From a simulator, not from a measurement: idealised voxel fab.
The process module presented herein is designated voxel wiring stack.
The width of the displayed cross-section, cut, is 210 nm; its cells are square, with a size of 5 nm.
Cross-sections here: square-cell grids, written as top-down lists of bands, a band being one or more rows of cells. Band: top and bottom heights (nm) first, top before bottom; then materials from left to right, widths in nm. "all across" marks a sole material filling the band edge to edge. "air" denotes empty space. Heights from 0 (as-received wafer is one material below). Bottom band endless downward, as "top 0, no bottom". Note: "30..40" means the width goes from the first number (top row of the band) to the second number (bottom row) in equal steps per row of cells. Basically "all unchanged" means that step didn't change any cell in the cross-section. Empty spaces without an open route to the top, at least 8 cells in extent, make up the entry "Sealed void list"; each is given as width x height at distance, where the distance is measured from the left edge, and all are in nm. Whatever follows a step's settings on its line is a remark the simulator itself makes about that step. "overlay nm" on a masked step: distance the mask lay right of its planned place, negative for left. Pairs from here to the end. Each: cross-section before one process step, cross-section after it, the latter only as far down as the lowest band that changed. Under each: the step between, and its settings. Mind that the pairs may be taken from different runs of this module on the same starting wafer; whether a pair continues from the pair above depends on its entry headed "Pre-step view", and it does only where that entry says so.

Pre-step view
    top 125, bottom 110 | Ru all across
    top 110, bottom 105 | TiN all across
    top 105, bottom 90 | lowk 60 / Ru 15 / lowk 135
    top 90, bottom 85 | SiCN 60 / Ru 15 / SiCN 135
    top 85, bottom 80 | SiCN 60 / TiN 30 / SiCN 25 / TiN 30 / SiCN 65
    top 80, bottom 45 | SiO2 all across
    top 45, bottom 20 | SiO2 55 / SiN 5 / Ru 30 / SiN 5 / SiO2 15 / SiN 5 / Ru 30 / SiN 5 / SiO2 60
    top 20, bottom 15 | SiN 60 / TiN 30 / SiN 25 / TiN 30 / SiN 65
    top 15, bottom 0 | SiO2 all across
    top 0, no bottom | Si all across
    Sealed void list: none

Section, Post-Step
    top 125, bottom 110 | air 60 / Ru 30 / air 25 / Ru 30 / air 65
    Under 110: no change, same as before.
    Sealed void list: none
The process step bridging the two cross-sections above: op MASKED_ETCH | tone cover | mask id METAL_3 | width nm 30 | pitch nm 55 | etch materials Ru | depth nm 15 | overlay nm 0

Pre-step view: no separate figure, the pair right above already shows it after its step.

Section, Post-Step
    top 125, bottom 110 | air 60 / Ru 30 / air 25 / Ru 30 / air 65
    top 110, bottom 105 | air 60 / TiN 30 / air 25 / TiN 30 / air 65
    Under 105: no change, same as before.
    Sealed void list: none
The process step bridging the two cross-sections above: op MASKED_ETCH | tone cover | mask id METAL_3 | width nm 30 | pitch nm 55 | etch materials TiN | depth nm 5 | overlay nm 0

Pre-step view: no separate figure, the pair right above already shows it after its step.

Section, Post-Step
    top 130, bottom 125 | air 55 / SiN 40 / air 15 / SiN 40 / air 60
    top 125, bottom 110 | air 55 / SiN 5 / Ru 30 / SiN 5 / air 15 / SiN 5 / Ru 30 / SiN 5 / air 60
    top 110, bottom 105 | SiN 60 / TiN 30 / SiN 25 / TiN 30 / SiN 65
    Under 105: no change, same as before.
    Sealed void list: none
The process step bridging the two cross-sections above: op CONFORMAL_DEP | material SiN | thk nm 5

Pre-step view: no separate figure, the pair right above already shows it after its step.

Section, Post-Step
    top 140, bottom 130 | SiO2 all across
    top 130, bottom 125 | SiO2 55 / SiN 40 / SiO2 15 / SiN 40 / SiO2 60
    top 125, bottom 110 | SiO2 55 / SiN 5 / Ru 30 / SiN 5 / SiO2 15 / SiN 5 / Ru 30 / SiN 5 / SiO2 60
    Under 110: no change, same as before.
    Sealed void list: none
The process step bridging the two cross-sections above: op FILL_DEP | material SiO2 | thk nm 10

Pre-step view: no separate figure, the pair right above already shows it after its step.

Section, Post-Step
    top 125, bottom 110 | SiO2 55 / SiN 5 / Ru 30 / SiN 5 / SiO2 15 / SiN 5 / Ru 30 / SiN 5 / SiO2 60
    Under 110: no change, same as before.
    Sealed void list: none
The process step bridging the two cross-sections above: op CMP | height nm 125

Pre-step view: no separate figure, the pair right above already shows it after its step.

Section, Post-Step
    top 130, bottom 125 | SiN all across
    Under 125: no change, same as before.
    Sealed void list: none
The process step bridging the two cross-sections above: op CONFORMAL_DEP | material SiN | thk nm 5

Pre-step view
    top 110, bottom 105 | TiN all across
    top 105, bottom 90 | lowk 60 / Ru 15 / lowk 135
    top 90, bottom 85 | SiCN 60 / Ru 15 / SiCN 135
    top 85, bottom 70 | SiO2 60 / TiN 5 / Ru 20 / TiN 5 / SiO2 25 / TiN 5 / Ru 20 / TiN 5 / SiO2 65
    top 70, bottom 65 | SiO2 60 / TiN 5 / Ru 5 / TiN 20 / SiO2 25 / TiN 5 / Ru 5 / TiN 20 / SiO2 65
    top 65, bottom 50 | SiO2 60 / TiN 5 / Ru 5 / TiN 5 / SiO2 40 / TiN 5 / Ru 5 / TiN 5 / SiO2 80
    top 50, bottom 45 | SiCN 60 / TiN 15 / SiCN 40 / TiN 15 / SiCN 80
    top 45, bottom 20 | SiO2 55 / SiN 5 / Ru 30 / SiN 5 / SiO2 15 / SiN 5 / Ru 30 / SiN 5 / SiO2 60
    top 20, bottom 15 | SiN 60 / TiN 30 / SiN 25 / TiN 30 / SiN 65
    top 15, bottom 0 | SiO2 all across
    top 0, no bottom | Si all across
    Sealed void list: none

Section, Post-Step
    top 115, bottom 110 | Ru all across
    Under 110: no change, same as before.
    Sealed void list: none
The process step bridging the two cross-sections above: op DIRECTIONAL_DEP | material Ru | thk nm 5

Pre-step view: no separate figure, the pair right above already shows it after its step.

Section, Post-Step
    top 115, bottom 110 | air 60 / Ru 30 / air 25 / Ru 30 / air 65
    Under 110: no change, same as before.
    Sealed void list: none
The process step bridging the two cross-sections above: op MASKED_ETCH | tone cover | mask id METAL_3 | width nm 30 | pitch nm 55 | etch materials Ru | depth nm 15 | overlay nm 0

Pre-step view: no separate figure, the pair right above already shows it after its step.

Section, Post-Step
    top 115, bottom 110 | air 60 / Ru 30 / air 25 / Ru 30 / air 65
    top 110, bottom 105 | air 60 / TiN 30 / air 25 / TiN 30 / air 65
    Under 105: no change, same as before.
    Sealed void list: none
The process step bridging the two cross-sections above: op MASKED_ETCH | tone cover | mask id METAL_3 | width nm 30 | pitch nm 55 | etch materials TiN | depth nm 5 | overlay nm 0

Pre-step view: no separate figure, the pair right above already shows it after its step.

Section, Post-Step
    top 120, bottom 115 | air 55 / SiN 40 / air 15 / SiN 40 / air 60
    top 115, bottom 110 | air 55 / SiN 5 / Ru 30 / SiN 5 / air 15 / SiN 5 / Ru 30 / SiN 5 / air 60
    top 110, bottom 105 | SiN 60 / TiN 30 / SiN 25 / TiN 30 / SiN 65
    Under 105: no change, same as before.
    Sealed void list: none
The process step bridging the two cross-sections above: op CONFORMAL_DEP | material SiN | thk nm 5

Pre-step view: no separate figure, the pair right above already shows it after its step.

Section, Post-Step
    top 130, bottom 120 | SiO2 all across
    top 120, bottom 115 | SiO2 55 / SiN 40 / SiO2 15 / SiN 40 / SiO2 60
    top 115, bottom 110 | SiO2 55 / SiN 5 / Ru 30 / SiN 5 / SiO2 15 / SiN 5 / Ru 30 / SiN 5 / SiO2 60
    Under 110: no change, same as before.
    Sealed void list: none
The process step bridging the two cross-sections above: op FILL_DEP | material SiO2 | thk nm 10

Pre-step view: no separate figure, the pair right above already shows it after its step.

Section, Post-Step
    top 125, bottom 120 | SiO2 all across
    Under 120: no change, same as before.
    Sealed void list: none
The process step bridging the two cross-sections above: op CMP | height nm 125

Pre-step view: no separate figure, the pair right above already shows it after its step.

Section, Post-Step
    top 130, bottom 125 | SiN all across
    Under 125: no change, same as before.
    Sealed void list: none
The process step bridging the two cross-sections above: op CONFORMAL_DEP | material SiN | thk nm 5

Pre-step view
    top 105, bottom 90 | lowk all across
    top 90, bottom 85 | SiCN all across
    top 85, bottom 70 | SiO2 60 / TiN 5 / Ru 20 / TiN 5 / SiO2 25 / TiN 5 / Ru 20 / TiN 5 / SiO2 65
    top 70, bottom 65 | SiO2 60 / TiN 5 / Ru 5 / TiN 20 / SiO2 25 / TiN 5 / Ru 5 / TiN 20 / SiO2 65
    top 65, bottom 50 | SiO2 60 / TiN 5 / Ru 5 / TiN 5 / SiO2 40 / TiN 5 / Ru 5 / TiN 5 / SiO2 80
    top 50, bottom 45 | SiCN 60 / TiN 15 / SiCN 40 / TiN 15 / SiCN 80
    top 45, bottom 20 | SiO2 55 / SiN 5 / Ru 30 / SiN 5 / SiO2 15 / SiN 5 / Ru 30 / SiN 5 / SiO2 60
    top 20, bottom 15 | SiN 60 / TiN 30 / SiN 25 / TiN 30 / SiN 65
    top 15, bottom 0 | SiO2 all across
    top 0, no bottom | Si all across
    Sealed void list: none

Section, Post-Step
    top 125, bottom 105 | resist 55 / air 25 / resist 130
    Under 105: no change, same as before.
    Sealed void list: none
The process step bridging the two cross-sections above: op PATTERN | tone open | mask id PLUG_2 | material resist | width nm 25 | thk nm 20 | overlay nm 0

Pre-step view: no separate figure, the pair right above already shows it after its step.

Section, Post-Step
    top 125, bottom 105 | resist 55 / air 25 / resist 130
    top 105, bottom 90 | lowk 55 / air 25 / lowk 130
    Under 90: no change, same as before.
    Sealed void list: none
The process step bridging the two cross-sections above: op DIRECTIONAL_ETCH | etch materials lowk | depth nm 15

Pre-step view: no separate figure, the pair right above already shows it after its step.

Section, Post-Step
    top 125, bottom 105 | resist 55 / air 25 / resist 130
    top 105, bottom 90 | lowk 55 / air 25 / lowk 130
    top 90, bottom 85 | SiCN 55 / air 25 / SiCN 130
    Under 85: no change, same as before.
    Sealed void list: none
The process step bridging the two cross-sections above: op DIRECTIONAL_ETCH | etch materials SiCN | depth nm 5

Pre-step view: no separate figure, the pair right above already shows it after its step.

Section, Post-Step
    top 105, bottom 90 | lowk 55 / air 25 / lowk 130
    Under 90: no change, same as before.
    Sealed void list: none
The process step bridging the two cross-sections above: op STRIP | etch materials resist

Pre-step view: no separate figure, the pair right above already shows it after its step.

Section, Post-Step
    top 105, bottom 95 | lowk 55 / air 25 / lowk 130
    top 95, bottom 90 | lowk 55 / Ru 25 / lowk 130
    top 90, bottom 85 | SiCN 55 / Ru 25 / SiCN 130
    Under 85: no change, same as before.
    Sealed void list: none
The process step bridging the two cross-sections above: op EPI | material Ru | thk nm 10

Pre-step view: no separate figure, the pair right above already shows it after its step.

Section, Post-Step
    top 105, bottom 90 | lowk 55 / Ru 25 / lowk 130
    Under 90: no change, same as before.
    Sealed void list: none
The process step bridging the two cross-sections above: op EPI | material Ru | thk nm 10

Pre-step view: no separate figure, the pair right above already shows it after its step.

Section, Post-Step
    top 110, bottom 105 | TiN all across
    Under 105: no change, same as before.
    Sealed void list: none
The process step bridging the two cross-sections above: op DIRECTIONAL_DEP | material TiN | thk nm 5

Pre-step view: no separate figure, the pair right above already shows it after its step.

Section, Post-Step
    top 125, bottom 110 | Ru all across
    Under 110: no change, same as before.
    Sealed void list: none
The process step bridging the two cross-sections above: op DIRECTIONAL_DEP | material Ru | thk nm 15

Pre-step view: no separate figure, the pair right above already shows it after its step.

Section, Post-Step
    top 125, bottom 110 | air 60 / Ru 30 / air 25 / Ru 30 / air 65
    Under 110: no change, same as before.
    Sealed void list: none
The process step bridging the two cross-sections above: op MASKED_ETCH | tone cover | mask id METAL_3 | width nm 30 | pitch nm 55 | etch materials Ru | depth nm 15 | overlay nm 0

Pre-step view: no separate figure, the pair right above already shows it after its step.

Section, Post-Step
    top 125, bottom 110 | air 60 / Ru 30 / air 25 / Ru 30 / air 65
    top 110, bottom 105 | air 60 / TiN 30 / air 25 / TiN 30 / air 65
    Under 105: no change, same as before.
    Sealed void list: none
The process step bridging the two cross-sections above: op MASKED_ETCH | tone cover | mask id METAL_3 | width nm 30 | pitch nm 55 | etch materials TiN | depth nm 5 | overlay nm 0

Pre-step view: no separate figure, the pair right above already shows it after its step.

Section, Post-Step
    top 130, bottom 125 | air 55 / SiN 40 / air 15 / SiN 40 / air 60
    top 125, bottom 110 | air 55 / SiN 5 / Ru 30 / SiN 5 / air 15 / SiN 5 / Ru 30 / SiN 5 / air 60
    top 110, bottom 105 | SiN 60 / TiN 30 / SiN 25 / TiN 30 / SiN 65
    Under 105: no change, same as before.
    Sealed void list: none
The process step bridging the two cross-sections above: op CONFORMAL_DEP | material SiN | thk nm 5

Pre-step view: no separate figure, the pair right above already shows it after its step.

Section, Post-Step
    top 140, bottom 130 | SiO2 all across
    top 130, bottom 125 | SiO2 55 / SiN 40 / SiO2 15 / SiN 40 / SiO2 60
    top 125, bottom 110 | SiO2 55 / SiN 5 / Ru 30 / SiN 5 / SiO2 15 / SiN 5 / Ru 30 / SiN 5 / SiO2 60
    Under 110: no change, same as before.
    Sealed void list: none
The process step bridging the two cross-sections above: op FILL_DEP | material SiO2 | thk nm 10

Pre-step view: no separate figure, the pair right above already shows it after its step.

Section, Post-Step
    top 125, bottom 110 | SiO2 55 / SiN 5 / Ru 30 / SiN 5 / SiO2 15 / SiN 5 / Ru 30 / SiN 5 / SiO2 60
    Under 110: no change, same as before.
    Sealed void list: none
The process step bridging the two cross-sections above: op CMP | height nm 125

Pre-step view: no separate figure, the pair right above already shows it after its step.

Section, Post-Step
    top 130, bottom 125 | SiN all across
    Under 125: no change, same as before.
    Sealed void list: none
The process step bridging the two cross-sections above: op CONFORMAL_DEP | material SiN | thk nm 5

Pre-step view
    top 105, bottom 90 | lowk all across
    top 90, bottom 85 | SiCN all across
    top 85, bottom 70 | SiO2 60 / TiN 5 / Ru 20 / TiN 5 / SiO2 25 / TiN 5 / Ru 20 / TiN 5 / SiO2 65
    top 70, bottom 65 | SiO2 60 / TiN 5 / Ru 5 / TiN 20 / SiO2 25 / TiN 5 / Ru 5 / TiN 20 / SiO2 65
    top 65, bottom 50 | SiO2 60 / TiN 5 / Ru 5 / TiN 5 / SiO2 40 / TiN 5 / Ru 5 / TiN 5 / SiO2 80
    top 50, bottom 45 | SiCN 60 / TiN 15 / SiCN 40 / TiN 15 / SiCN 80
    top 45, bottom 20 | SiO2 55 / SiN 5 / Ru 30 / SiN 5 / SiO2 15 / SiN 5 / Ru 30 / SiN 5 / SiO2 60
    top 20, bottom 15 | SiN 60 / TiN 30 / SiN 25 / TiN 30 / SiN 65
    top 15, bottom 0 | SiO2 all across
    top 0, no bottom | Si all across
    Sealed void list: none

Section, Post-Step
    top 125, bottom 105 | resist 70 / air 15 / resist 125
    Under 105: no change, same as before.
    Sealed void list: none
The process step bridging the two cross-sections above: op PATTERN | tone open | mask id PLUG_2 | material resist | width nm 15 | thk nm 20 | overlay nm 10

Pre-step view: no separate figure, the pair right above already shows it after its step.

Section, Post-Step
    top 125, bottom 105 | resist 70 / air 15 / resist 125
    top 105, bottom 90 | lowk 70 / air 15 / lowk 125
    Under 90: no change, same as before.
    Sealed void list: none
The process step bridging the two cross-sections above: op DIRECTIONAL_ETCH | etch materials lowk | depth nm 15

Pre-step view: no separate figure, the pair right above already shows it after its step.

Section, Post-Step
    top 125, bottom 105 | resist 70 / air 15 / resist 125
    top 105, bottom 90 | lowk 70 / air 15 / lowk 125
    top 90, bottom 85 | SiCN 70 / air 15 / SiCN 125
    Under 85: no change, same as before.
    Sealed void list: none
The process step bridging the two cross-sections above: op DIRECTIONAL_ETCH | etch materials SiCN | depth nm 5

Pre-step view: no separate figure, the pair right above already shows it after its step.

Section, Post-Step
    top 105, bottom 90 | lowk 70 / air 15 / lowk 125
    Under 90: no change, same as before.
    Sealed void list: none
The process step bridging the two cross-sections above: op STRIP | etch materials resist

Pre-step view: no separate figure, the pair right above already shows it after its step.

Section, Post-Step
    top 105, bottom 95 | lowk 70 / air 15 / lowk 125
    top 95, bottom 90 | lowk 70 / Ru 15 / lowk 125
    top 90, bottom 85 | SiCN 70 / Ru 15 / SiCN 125
    Under 85: no change, same as before.
    Sealed void list: none
The process step bridging the two cross-sections above: op EPI | material Ru | thk nm 10

Pre-step view: no separate figure, the pair right above already shows it after its step.

Section, Post-Step
    top 105, bottom 90 | lowk 70 / Ru 15 / lowk 125
    Under 90: no change, same as before.
    Sealed void list: none
The process step bridging the two cross-sections above: op EPI | material Ru | thk nm 10

Pre-step view: no separate figure, the pair right above already shows it after its step.

Section, Post-Step
    top 110, bottom 105 | TiN all across
    Under 105: no change, same as before.
    Sealed void list: none
The process step bridging the two cross-sections above: op DIRECTIONAL_DEP | material TiN | thk nm 5

Pre-step view: no separate figure, the pair right above already shows it after its step.

Section, Post-Step
    top 125, bottom 110 | Ru all across
    Under 110: no change, same as before.
    Sealed void list: none
The process step bridging the two cross-sections above: op DIRECTIONAL_DEP | material Ru | thk nm 15

Pre-step view: no separate figure, the pair right above already shows it after its step.

Section, Post-Step
    top 125, bottom 110 | air 60 / Ru 30 / air 25 / Ru 30 / air 65
    Under 110: no change, same as before.
    Sealed void list: none
The process step bridging the two cross-sections above: op MASKED_ETCH | tone cover | mask id METAL_3 | width nm 30 | pitch nm 55 | etch materials Ru | depth nm 15 | overlay nm 0

Pre-step view: no separate figure, the pair right above already shows it after its step.

Section, Post-Step
    top 125, bottom 110 | air 60 / Ru 30 / air 25 / Ru 30 / air 65
    top 110, bottom 105 | air 60 / TiN 30 / air 25 / TiN 30 / air 65
    Under 105: no change, same as before.
    Sealed void list: none
The process step bridging the two cross-sections above: op MASKED_ETCH | tone cover | mask id METAL_3 | width nm 30 | pitch nm 55 | etch materials TiN | depth nm 5 | overlay nm 0

Pre-step view: no separate figure, the pair right above already shows it after its step.

Section, Post-Step
    top 130, bottom 125 | air 55 / SiN 40 / air 15 / SiN 40 / air 60
    top 125, bottom 110 | air 55 / SiN 5 / Ru 30 / SiN 5 / air 15 / SiN 5 / Ru 30 / SiN 5 / air 60
    top 110, bottom 105 | SiN 60 / TiN 30 / SiN 25 / TiN 30 / SiN 65
    Under 105: no change, same as before.
    Sealed void list: none
The process step bridging the two cross-sections above: op CONFORMAL_DEP | material SiN | thk nm 5

Pre-step view: no separate figure, the pair right above already shows it after its step.

Section, Post-Step
    top 140, bottom 130 | SiO2 all across
    top 130, bottom 125 | SiO2 55 / SiN 40 / SiO2 15 / SiN 40 / SiO2 60
    top 125, bottom 110 | SiO2 55 / SiN 5 / Ru 30 / SiN 5 / SiO2 15 / SiN 5 / Ru 30 / SiN 5 / SiO2 60
    Under 110: no change, same as before.
    Sealed void list: none
The process step bridging the two cross-sections above: op FILL_DEP | material SiO2 | thk nm 10

Pre-step view: no separate figure, the pair right above already shows it after its step.

Section, Post-Step
    top 125, bottom 110 | SiO2 55 / SiN 5 / Ru 30 / SiN 5 / SiO2 15 / SiN 5 / Ru 30 / SiN 5 / SiO2 60
    Under 110: no change, same as before.
    Sealed void list: none
The process step bridging the two cross-sections above: op CMP | height nm 125

Pre-step view: no separate figure, the pair right above already shows it after its step.

Section, Post-Step
    top 130, bottom 125 | SiN all across
    Under 125: no change, same as before.
    Sealed void list: none
The process step bridging the two cross-sections above: op CONFORMAL_DEP | material SiN | thk nm 5

Pre-step view
    top 20, bottom 15 | TiN all across
    top 15, bottom 0 | SiO2 all across
    top 0, no bottom | Si all across
    Sealed void list: none

Section, Post-Step
    top 45, bottom 20 | SiN all across
    Under 20: no change, same as before.
    Sealed void list: none
The process step bridging the two cross-sections above: op DIRECTIONAL_DEP | material SiN | thk nm 25

Pre-step view: no separate figure, the pair right above already shows it after its step.

Section, Post-Step
    top 60, bottom 45 | aC all across
    Under 45: no change, same as before.
    Sealed void list: none
The process step bridging the two cross-sections above: op DIRECTIONAL_DEP | material aC | thk nm 15

Pre-step view: no separate figure, the pair right above already shows it after its step.

Section, Post-Step
    top 95, bottom 60 | air 60 / resist 30 / air 25 / resist 30 / air 65
    Under 60: no change, same as before.
    Sealed void list: none
The process step bridging the two cross-sections above: op PATTERN | tone cover | mask id METAL_1 | material resist | width nm 30 | pitch nm 55 | thk nm 35 | overlay nm 0

Pre-step view: no separate figure, the pair right above already shows it after its step.

Section, Post-Step
    top 80, bottom 60 | air 60 / resist 30 / air 25 / resist 30 / air 65
    top 60, bottom 45 | air 60 / aC 30 / air 25 / aC 30 / air 65
    Under 45: no change, same as before.
    Sealed void list: none
The process step bridging the two cross-sections above: op DIRECTIONAL_ETCH | etch materials aC | depth nm 15

Pre-step view: no separate figure, the pair right above already shows it after its step.

Section, Post-Step
    top 60, bottom 45 | air 60 / aC 30 / air 25 / aC 30 / air 65
    Under 45: no change, same as before.
    Sealed void list: none
The process step bridging the two cross-sections above: op STRIP | etch materials resist

Pre-step view: no separate figure, the pair right above already shows it after its step.

Section, Post-Step
    top 45, bottom 20 | SiN all across
    Under 20: no change, same as before.
    Sealed void list: none
The process step bridging the two cross-sections above: op STRIP | etch materials aC

Pre-step view: no separate figure, the pair right above already shows it after its step.

Section, Post-Step
    top 50, bottom 20 | SiN all across
    Under 20: no change, same as before.
    Sealed void list: none
The process step bridging the two cross-sections above: op CONFORMAL_DEP | material SiN | thk nm 5

Pre-step view: no separate figure, the pair right above already shows it after its step.

Section, Post-Step
    top 55, bottom 50 | SiO2 all across
    Under 50: no change, same as before.
    Sealed void list: none
The process step bridging the two cross-sections above: op FILL_DEP | material SiO2 | thk nm 5

Pre-step view: no separate figure, the pair right above already shows it after its step.

Section, Post-Step
    top 45, bottom 20 | SiN all across
    Under 20: no change, same as before.
    Sealed void list: none
The process step bridging the two cross-sections above: op CMP | height nm 45

Pre-step view: no separate figure, the pair right above already shows it after its step.

Section, Post-Step
    top 50, bottom 45 | SiCN all across
    Under 45: no change, same as before.
    Sealed void list: none
The process step bridging the two cross-sections above: op CONFORMAL_DEP | material SiCN | thk nm 5

Pre-step view: no separate figure, the pair right above already shows it after its step.

Section, Post-Step
    top 85, bottom 50 | SiO2 all across
    Under 50: no change, same as before.
    Sealed void list: none
The process step bridging the two cross-sections above: op DIRECTIONAL_DEP | material SiO2 | thk nm 35

Pre-step view: no separate figure, the pair right above already shows it after its step.

Section, Post-Step
    top 85, bottom 50 | SiO2 60 / air 15 / SiO2 40 / air 15 / SiO2 80
    Under 50: no change, same as before.
    Sealed void list: none
The process step bridging the two cross-sections above: op MASKED_ETCH | tone open | mask id METAL_2_HOLES | width nm 15 | pitch nm 55 | etch materials SiO2 | depth nm 35 | overlay nm 0

Pre-step view: no separate figure, the pair right above already shows it after its step.

Section, Post-Step
    top 85, bottom 65 | SiO2 60 / air 30 / SiO2 25 / air 30 / SiO2 65
    Under 65: no change, same as before.
    Sealed void list: none
The process step bridging the two cross-sections above: op MASKED_ETCH | tone open | mask id METAL_2 | width nm 30 | pitch nm 55 | etch materials SiO2 | depth nm 20 | overlay nm 0

Pre-step view: no separate figure, the pair right above already shows it after its step.

Section, Post-Step
    top 85, bottom 65 | SiO2 60 / air 30 / SiO2 25 / air 30 / SiO2 65
    top 65, bottom 50 | SiO2 60 / air 15 / SiO2 40 / air 15 / SiO2 80
    top 50, bottom 45 | SiCN 60 / air 15 / SiCN 40 / air 15 / SiCN 80
    Under 45: no change, same as before.
    Sealed void list: none
The process step bridging the two cross-sections above: op MASKED_ETCH | tone open | mask id METAL_2 | width nm 30 | pitch nm 55 | etch materials SiCN | depth nm 5 | overlay nm 0

Pre-step view: no separate figure, the pair right above already shows it after its step.

Section, Post-Step
    top 90, bottom 85 | TiN 65 / air 20 / TiN 35 / air 20 / TiN 70
    top 85, bottom 70 | SiO2 60 / TiN 5 / air 20 / TiN 5 / SiO2 25 / TiN 5 / air 20 / TiN 5 / SiO2 65
    top 70, bottom 65 | SiO2 60 / TiN 5 / air 5 / TiN 20 / SiO2 25 / TiN 5 / air 5 / TiN 20 / SiO2 65
    top 65, bottom 50 | SiO2 60 / TiN 5 / air 5 / TiN 5 / SiO2 40 / TiN 5 / air 5 / TiN 5 / SiO2 80
    top 50, bottom 45 | SiCN 60 / TiN 15 / SiCN 40 / TiN 15 / SiCN 80
    Under 45: no change, same as before.
    Sealed void list: none
The process step bridging the two cross-sections above: op CONFORMAL_DEP | material TiN | thk nm 5

Pre-step view: no separate figure, the pair right above already shows it after its step.

Section, Post-Step
    top 95, bottom 90 | Ru all across
    top 90, bottom 85 | TiN 65 / Ru 20 / TiN 35 / Ru 20 / TiN 70
    top 85, bottom 70 | SiO2 60 / TiN 5 / Ru 20 / TiN 5 / SiO2 25 / TiN 5 / Ru 20 / TiN 5 / SiO2 65
    top 70, bottom 65 | SiO2 60 / TiN 5 / Ru 5 / TiN 20 / SiO2 25 / TiN 5 / Ru 5 / TiN 20 / SiO2 65
    top 65, bottom 50 | SiO2 60 / TiN 5 / Ru 5 / TiN 5 / SiO2 40 / TiN 5 / Ru 5 / TiN 5 / SiO2 80
    Under 50: no change, same as before.
    Sealed void list: none
The process step bridging the two cross-sections above: op FILL_DEP | material Ru | thk nm 5

Pre-step view: no separate figure, the pair right above already shows it after its step.

Section, Post-Step
    top 85, bottom 70 | SiO2 60 / TiN 5 / Ru 20 / TiN 5 / SiO2 25 / TiN 5 / Ru 20 / TiN 5 / SiO2 65
    Under 70: no change, same as before.
    Sealed void list: none
The process step bridging the two cross-sections above: op CMP | height nm 85

Pre-step view: no separate figure, the pair right above already shows it after its step.

Section, Post-Step
    top 90, bottom 85 | SiCN all across
    Under 85: no change, same as before.
    Sealed void list: none
The process step bridging the two cross-sections above: op CONFORMAL_DEP | material SiCN | thk nm 5

Pre-step view: no separate figure, the pair right above already shows it after its step.

Section, Post-Step
    top 105, bottom 90 | lowk all across
    Under 90: no change, same as before.
    Sealed void list: none
The process step bridging the two cross-sections above: op DIRECTIONAL_DEP | material lowk | thk nm 15

Pre-step view: no separate figure, the pair right above already shows it after its step.

Section, Post-Step
    top 125, bottom 105 | resist 60 / air 15 / resist 135
    Under 105: no change, same as before.
    Sealed void list: none
The process step bridging the two cross-sections above: op PATTERN | tone open | mask id PLUG_2 | material resist | width nm 15 | thk nm 20 | overlay nm 0

Pre-step view: no separate figure, the pair right above already shows it after its step.

Section, Post-Step
    top 125, bottom 105 | resist 60 / air 15 / resist 135
    top 105, bottom 90 | lowk 60 / air 15 / lowk 135
    Under 90: no change, same as before.
    Sealed void list: none
The process step bridging the two cross-sections above: op DIRECTIONAL_ETCH | etch materials lowk | depth nm 15

Pre-step view: no separate figure, the pair right above already shows it after its step.

Section, Post-Step
    top 125, bottom 105 | resist 60 / air 15 / resist 135
    top 105, bottom 90 | lowk 60 / air 15 / lowk 135
    top 90, bottom 85 | SiCN 60 / air 15 / SiCN 135
    Under 85: no change, same as before.
    Sealed void list: none
The process step bridging the two cross-sections above: op DIRECTIONAL_ETCH | etch materials SiCN | depth nm 5

Pre-step view: no separate figure, the pair right above already shows it after its step.

Section, Post-Step
    top 105, bottom 90 | lowk 60 / air 15 / lowk 135
    Under 90: no change, same as before.
    Sealed void list: none
The process step bridging the two cross-sections above: op STRIP | etch materials resist

Pre-step view: no separate figure, the pair right above already shows it after its step.

Section, Post-Step
    top 105, bottom 95 | lowk 60 / air 15 / lowk 135
    top 95, bottom 90 | lowk 60 / Ru 15 / lowk 135
    top 90, bottom 85 | SiCN 60 / Ru 15 / SiCN 135
    Under 85: no change, same as before.
    Sealed void list: none
The process step bridging the two cross-sections above: op EPI | material Ru | thk nm 10

Pre-step view: no separate figure, the pair right above already shows it after its step.

Section, Post-Step
    top 105, bottom 90 | lowk 60 / Ru 15 / lowk 135
    Under 90: no change, same as before.
    Sealed void list: none
The process step bridging the two cross-sections above: op EPI | material Ru | thk nm 10

Pre-step view: no separate figure, the pair right above already shows it after its step.

Section, Post-Step
    top 110, bottom 105 | TiN all across
    Under 105: no change, same as before.
    Sealed void list: none
The process step bridging the two cross-sections above: op DIRECTIONAL_DEP | material TiN | thk nm 5

Pre-step view: no separate figure, the pair right above already shows it after its step.

Section, Post-Step
    top 125, bottom 110 | Ru all across
    Under 110: no change, same as before.
    Sealed void list: none
The process step bridging the two cross-sections above: op DIRECTIONAL_DEP | material Ru | thk nm 15

Pre-step view: no separate figure, the pair right above already shows it after its step.

Section, Post-Step
    top 125, bottom 110 | air 60 / Ru 30 / air 25 / Ru 30 / air 65
    Under 110: no change, same as before.
    Sealed void list: none
The process step bridging the two cross-sections above: op MASKED_ETCH | tone cover | mask id METAL_3 | width nm 30 | pitch nm 55 | etch materials Ru | depth nm 15 | overlay nm 0

Pre-step view: no separate figure, the pair right above already shows it after its step.

Section, Post-Step
    top 125, bottom 110 | air 60 / Ru 30 / air 25 / Ru 30 / air 65
    top 110, bottom 105 | air 60 / TiN 30 / air 25 / TiN 30 / air 65
    Under 105: no change, same as before.
    Sealed void list: none
The process step bridging the two cross-sections above: op MASKED_ETCH | tone cover | mask id METAL_3 | width nm 30 | pitch nm 55 | etch materials TiN | depth nm 5 | overlay nm 0

Pre-step view: no separate figure, the pair right above already shows it after its step.

Section, Post-Step
    top 130, bottom 125 | air 55 / SiN 40 / air 15 / SiN 40 / air 60
    top 125, bottom 110 | air 55 / SiN 5 / Ru 30 / SiN 5 / air 15 / SiN 5 / Ru 30 / SiN 5 / air 60
    top 110, bottom 105 | SiN 60 / TiN 30 / SiN 25 / TiN 30 / SiN 65
    Under 105: no change, same as before.
    Sealed void list: none
The process step bridging the two cross-sections above: op CONFORMAL_DEP | material SiN | thk nm 5

Pre-step view: no separate figure, the pair right above already shows it after its step.

Section, Post-Step
    top 140, bottom 130 | SiO2 all across
    top 130, bottom 125 | SiO2 55 / SiN 40 / SiO2 15 / SiN 40 / SiO2 60
    top 125, bottom 110 | SiO2 55 / SiN 5 / Ru 30 / SiN 5 / SiO2 15 / SiN 5 / Ru 30 / SiN 5 / SiO2 60
    Under 110: no change, same as before.
    Sealed void list: none
The process step bridging the two cross-sections above: op FILL_DEP | material SiO2 | thk nm 10

Pre-step view: no separate figure, the pair right above already shows it after its step.

Section, Post-Step
    top 125, bottom 110 | SiO2 55 / SiN 5 / Ru 30 / SiN 5 / SiO2 15 / SiN 5 / Ru 30 / SiN 5 / SiO2 60
    Under 110: no change, same as before.
    Sealed void list: none
The process step bridging the two cross-sections above: op CMP | height nm 125

Pre-step view: no separate figure, the pair right above already shows it after its step.

Section, Post-Step
    top 130, bottom 125 | SiN all across
    Under 125: no change, same as before.
    Sealed void list: none
The process step bridging the two cross-sections above: op CONFORMAL_DEP | material SiN | thk nm 5
